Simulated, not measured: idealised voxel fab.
process module | voxel tone inversion
cross-section cut | 235 nm wide | cells 5 nm
A cross-section is a grid of square cells, given in bands from the top down. A band is one or more rows of cells.
Each band's line starts with the height of the band's top and of its bottom, in nm. Then come its materials from left to right, each with its width in nm. One material with "throughout" fills the band from edge to edge. "air" is empty space.
Height 0 is the level under which the wafer as received is all one material. The lowest band goes on downwards, as in "0 down".
A width such as "30 to 40" changes by the same amount from each row of cells to the next, from the band's top row to its bottom row.
"no change" after a step means that no cell of the cross-section changed.
closed voids: empty space of 8 cells or more with no open way to the top, each as width x height at its distance from the left edge, in nm
after a step's settings: what the simulator itself notes on the step
overlay nm, on a step with a mask: how far to the right of its planned place the mask lay; to the left if negative
plan
1 op RECEIVE | material Si
2 op CONFORMAL_DEP | material SiCN | thk nm 5
3 op DIRECTIONAL_DEP | material aC | thk nm 20
4 op PATTERN | tone cover | mask id POSTS | material resist | width nm 20 | pitch nm 40 | thk nm 30 | overlay nm 0
5 op DIRECTIONAL_ETCH | etch materials aC | depth nm 20
6 op STRIP | etch materials resist
7 op FILL_DEP | material SiO2 | thk nm 10
8 op CMP | height nm 25
9 op STRIP | etch materials aC
10 op CONFORMAL_DEP | material TiN | thk nm 5
11 op FILL_DEP | material Ru | thk nm 10
12 op CMP | height nm 25
13 op CONFORMAL_DEP | material SiCN | thk nm 5
first wafer, as planned
as received, after step 1
  0 down: Si throughout
  closed voids: none
after step 2
  5 to 0: SiCN throughout
  below 0: unchanged
after step 3
  25 to 5: aC throughout
  below 5: unchanged
after step 4
  55 to 25: air 85 | resist 20 | air 20 | resist 20 | air 90
  below 25: unchanged
after step 5
  35 to 25: air 85 | resist 20 | air 20 | resist 20 | air 90
  25 to 5: air 85 | aC 20 | air 20 | aC 20 | air 90
  below 5: unchanged
after step 6
  25 to 5: air 85 | aC 20 | air 20 | aC 20 | air 90
  below 5: unchanged
after step 7
  35 to 25: SiO2 throughout
  25 to 5: SiO2 85 | aC 20 | SiO2 20 | aC 20 | SiO2 90
  below 5: unchanged
after step 8
  25 to 5: SiO2 85 | aC 20 | SiO2 20 | aC 20 | SiO2 90
  below 5: unchanged
after step 9
  25 to 5: SiO2 85 | air 20 | SiO2 20 | air 20 | SiO2 90
  below 5: unchanged
after step 10
  30 to 25: TiN 90 | air 10 | TiN 30 | air 10 | TiN 95
  25 to 10: SiO2 85 | TiN 5 | air 10 | TiN 5 | SiO2 20 | TiN 5 | air 10 | TiN 5 | SiO2 90
  10 to 5: SiO2 85 | TiN 20 | SiO2 20 | TiN 20 | SiO2 90
  below 5: unchanged
after step 11
  40 to 30: Ru throughout
  30 to 25: TiN 90 | Ru 10 | TiN 30 | Ru 10 | TiN 95
  25 to 10: SiO2 85 | TiN 5 | Ru 10 | TiN 5 | SiO2 20 | TiN 5 | Ru 10 | TiN 5 | SiO2 90
  below 10: unchanged
after step 12
  25 to 10: SiO2 85 | TiN 5 | Ru 10 | TiN 5 | SiO2 20 | TiN 5 | Ru 10 | TiN 5 | SiO2 90
  below 10: unchanged
after step 13
  30 to 25: SiCN throughout
  below 25: unchanged
second wafer: like start, like plan, one mistake. Through step 3 it matches the first wafer
when step 4 should have ended
  55 to 25: air 80 | resist 20 | air 20 | resist 20 | air 95
  below 25: unchanged
when step 5 should have ended
  35 to 25: air 80 | resist 20 | air 20 | resist 20 | air 95
  25 to 5: air 80 | aC 20 | air 20 | aC 20 | air 95
  below 5: unchanged
when step 6 should have ended
  25 to 5: air 80 | aC 20 | air 20 | aC 20 | air 95
  below 5: unchanged
when step 7 should have ended
  35 to 25: SiO2 throughout
  25 to 5: SiO2 80 | aC 20 | SiO2 20 | aC 20 | SiO2 95
  below 5: unchanged
when step 8 should have ended
  25 to 5: SiO2 80 | aC 20 | SiO2 20 | aC 20 | SiO2 95
  below 5: unchanged
when step 9 should have ended
  25 to 5: SiO2 80 | air 20 | SiO2 20 | air 20 | SiO2 95
  below 5: unchanged
when step 10 should have ended
  30 to 25: TiN 85 | air 10 | TiN 30 | air 10 | TiN 100
  25 to 10: SiO2 80 | TiN 5 | air 10 | TiN 5 | SiO2 20 | TiN 5 | air 10 | TiN 5 | SiO2 95
  10 to 5: SiO2 80 | TiN 20 | SiO2 20 | TiN 20 | SiO2 95
  below 5: unchanged
when step 11 should have ended
  40 to 30: Ru throughout
  30 to 25: TiN 85 | Ru 10 | TiN 30 | Ru 10 | TiN 100
  25 to 10: SiO2 80 | TiN 5 | Ru 10 | TiN 5 | SiO2 20 | TiN 5 | Ru 10 | TiN 5 | SiO2 95
  below 10: unchanged
when step 12 should have ended
  25 to 10: SiO2 80 | TiN 5 | Ru 10 | TiN 5 | SiO2 20 | TiN 5 | Ru 10 | TiN 5 | SiO2 95
  below 10: unchanged
when step 13 should have ended
  30 to 25: SiCN throughout
  below 25: unchanged
what went wrong: step 4 ran as: op PATTERN | tone cover | mask id POSTS | material resist | width nm 20 | pitch nm 40 | thk nm 30 | overlay nm -5
at the end the second wafer has, in cells: as many of each material as the first, in other places
